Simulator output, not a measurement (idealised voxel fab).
Documented hereafter: the process module known as voxel self aligned contacts.
Shown is cross-section cut, with a width of 230 nm and square cells of size 5 nm.
Cross-section spec: square-cell grid; bands listed top down; each band is one or more rows.
Heads up on the band format: heights come first, top then bottom, in nm. After that it's the materials left to right, each with its width in nm. A single material flagged "edge to edge" fills the whole band edge to edge, and "blank" means there's empty space there.
Below 0: as-received wafer, all one material; heights counted from there. Lowest band: no bottom, goes on down, written "z 0 and below".
With a width like "30..40", each row of cells in the band differs from the next by the same amount, the top row carrying the first number and the bottom row the second.
No cell of the cross-section changed in a step that is given as "identical to before".
The entry "Enclosed void entries" lists the empty spaces that cover at least 8 cells and have no open path to the top. Each is written as width x height at distance, where the distance is measured from the left edge and all three values are in nm.
Where a step's line continues beyond its settings, the continuation is a remark by the simulator itself on that step.
overlay nm: mask offset rightward from planned place, masked step; negative means leftward offset.

THESE ARE THE STEPS WE PLANNED FOR THE PROCESS
| 1 | RECEIVE: material Si |
| 2 | CONFORMAL_DEP: material SiO2, thk nm 5 |
| 3 | DIRECTIONAL_DEP: material polySi, thk nm 20 |
| 4 | DIRECTIONAL_DEP: material SiN, thk nm 15 |
| 5 | DIRECTIONAL_DEP: material aC, thk nm 15 |
| 6 | PATTERN: tone cover, mask id GATE, material resist, width nm 30, pitch nm 55, thk nm 30, overlay nm 0 |
| 7 | DIRECTIONAL_ETCH: etch materials aC, depth nm 15 |
| 8 | STRIP: etch materials resist |
| 9 | DIRECTIONAL_ETCH: etch materials SiN, depth nm 15 |
| 10 | DIRECTIONAL_ETCH: etch materials polySi, depth nm 20 |
| 11 | STRIP: etch materials aC |
| 12 | CONFORMAL_DEP: material SiN, thk nm 5 |
| 13 | DIRECTIONAL_ETCH: etch materials SiN, depth nm 5 |
| 14 | FILL_DEP: material SiO2, thk nm 15 |
| 15 | CMP: height nm 50 |
| 16 | DIRECTIONAL_DEP: material aC, thk nm 15 |
| 17 | PATTERN: tone open, mask id CONTACT, material resist, width nm 35, pitch nm 55, thk nm 35, overlay nm 0 |
| 18 | DIRECTIONAL_ETCH: etch materials aC, depth nm 15 |
| 19 | STRIP: etch materials resist |
| 20 | DIRECTIONAL_ETCH: etch materials SiO2, depth nm 50 |
| 21 | STRIP: etch materials aC |
| 22 | CONFORMAL_DEP: material TiN, thk nm 5 |
| 23 | FILL_DEP: material Ru, thk nm 5 |
| 24 | CMP: height nm 50 |
| 25 | CONFORMAL_DEP: material SiCN, thk nm 5 |

AS-RECEIVED WAFER CROSS-SECTION (AFTER STEP 1)
- z 0 and below = Si edge to edge
- Enclosed void entries: none

END STATE OF THE MODULE IN CROSS-SECTION, GIVEN THE ABOVE STARTING POINT AND PLAN AND ONE MISTAKE IN EXECUTION
- z 55 to 50 = SiCN edge to edge
- z 50 to 45 = SiO2 (70)  TiN (15)  Ru (5)  TiN (15)  SiO2 (20)  TiN (15)  Ru (5)  TiN (15)  SiO2 (70)
- z 45 to 30 = SiO2 (40)  SiN (40)  TiN (5)  Ru (5)  TiN (5)  SiN (40)  TiN (5)  Ru (5)  TiN (5)  SiN (40)  SiO2 (40)
- z 30 to 15 = SiO2 (40)  SiN (5)  polySi (30)  SiN (5)  TiN (5)  Ru (5)  TiN (5)  SiN (5)  polySi (30)  SiN (5)  TiN (5)  Ru (5)  TiN (5)  SiN (5)  polySi (30)  SiN (5)  SiO2 (40)
- z 15 to 10 = SiO2 (40)  SiN (5)  polySi (30)  SiN (5)  TiN (15)  SiN (5)  polySi (30)  SiN (5)  TiN (15)  SiN (5)  polySi (30)  SiN (5)  SiO2 (40)
- z 10 to 5 = polySi edge to edge
- z 5 to 0 = SiO2 edge to edge
- z 0 and below = Si edge to edge
- Enclosed void entries: none
Heads up, the wafer didn't run the way we planned it: heads up, step 3 didn't go per plan, it actually ran as DIRECTIONAL_DEP: material polySi, thk nm 25
